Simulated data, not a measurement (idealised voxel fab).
Proc. module: voxel self aligned vias
Cross-section cut spans 180 nm and uses square cells 5 nm in size.
Just so we're on the same page, the cross-sections are grids of square cells, and they're listed out in bands top to bottom, each band one or more rows deep. Basically the band line says how high the top is and how high the bottom is, in nm, and then what's in it from left to right, every material with its width in nm. Empty space shows up as "empty", and if a single material carries "everywhere" it runs the full band edge to edge. Heads up on the height convention: 0 is the point under which the incoming wafer is all one material, and the lowest band has no bottom, it just keeps going down, like "0 and below". Width: "30->40" (first number = top row, second number = bottom row, same change from row to row of cells). Step note "remains unaltered" = no cross-section cell changed. This entry, "Closed voids list", enumerates those empty regions of no fewer than 8 cells that possess no open connection to the top. Each region is reported in the form width x height at distance, the distance being taken from the left edge, with all three quantities expressed in nm. Past the settings on a step's line: simulator remark, on that step. overlay nm, on a step with a mask: how far to the right of its planned place the mask lay; to the left if negative.

## Planned step list for the process
| 1 | RECEIVE [material Si] |
| 2 | CONFORMAL_DEP [material SiO2] [thk nm 15] |
| 3 | CONFORMAL_DEP [material SiCN] [thk nm 5] |
| 4 | DIRECTIONAL_DEP [material SiO2] [thk nm 25] |
| 5 | PATTERN [tone open] [mask id LINES] [material resist] [width nm 20] [pitch nm 70] [thk nm 20] [overlay nm 0] |
| 6 | DIRECTIONAL_ETCH [etch materials SiO2] [depth nm 25] |
| 7 | STRIP [etch materials resist] |
| 8 | CONFORMAL_DEP [material TiN] [thk nm 5] |
| 9 | FILL_DEP [material Ru] [thk nm 5] |
| 10 | CMP [height nm 45] |
| 11 | SELECTIVE_ETCH [etch materials W Ru TiN] [depth nm 5] |
| 12 | FILL_DEP [material SiN] [thk nm 5] |
| 13 | CMP [height nm 45] |
| 14 | DIRECTIONAL_DEP [material SiO2] [thk nm 15] |
| 15 | PATTERN [tone open] [mask id VIAS] [material resist] [width nm 40] [pitch nm 70] [thk nm 20] [overlay nm 0] |
| 16 | DIRECTIONAL_ETCH [etch materials SiO2] [depth nm 15] |
| 17 | DIRECTIONAL_ETCH [etch materials SiN] [depth nm 5] |
| 18 | STRIP [etch materials resist] |
| 19 | CONFORMAL_DEP [material TiN] [thk nm 5] |
| 20 | FILL_DEP [material Cu] [thk nm 10] |
| 21 | CMP [height nm 60] |
| 22 | CONFORMAL_DEP [material SiN] [thk nm 5] |

## As-received wafer cross-section (after step 1)
* 0 and below  Si everywhere
* Closed voids list: none

## Cross-sectional result after module completion. Note: starting condition and plan are unchanged from above; one processing mistake was made
* 65 down to 60  SiN everywhere
* 60 down to 50  Cu 30 nm; TiN 5 nm; SiO2 40 nm; TiN 5 nm; Cu 20 nm; TiN 5 nm; SiO2 40 nm; TiN 5 nm; Cu 30 nm
* 50 down to 45  TiN 35 nm; SiO2 40 nm; TiN 30 nm; SiO2 40 nm; TiN 35 nm
* 45 down to 40  SiO2 45 nm; SiN 20 nm; SiO2 50 nm; SiN 20 nm; SiO2 45 nm
* 40 down to 25  SiO2 45 nm; TiN 5 nm; Ru 10 nm; TiN 5 nm; SiO2 50 nm; TiN 5 nm; Ru 10 nm; TiN 5 nm; SiO2 45 nm
* 25 down to 20  SiO2 45 nm; TiN 20 nm; SiO2 50 nm; TiN 20 nm; SiO2 45 nm
* 20 down to 15  SiCN everywhere
* 15 down to 0  SiO2 everywhere
* 0 and below  Si everywhere
* Closed voids list: none
The mistake made against the process plan was this: step 15 changed vs plan, executed as PATTERN [tone cover] [mask id VIAS] [material resist] [width nm 40] [pitch nm 70] [thk nm 20] [overlay nm 0]
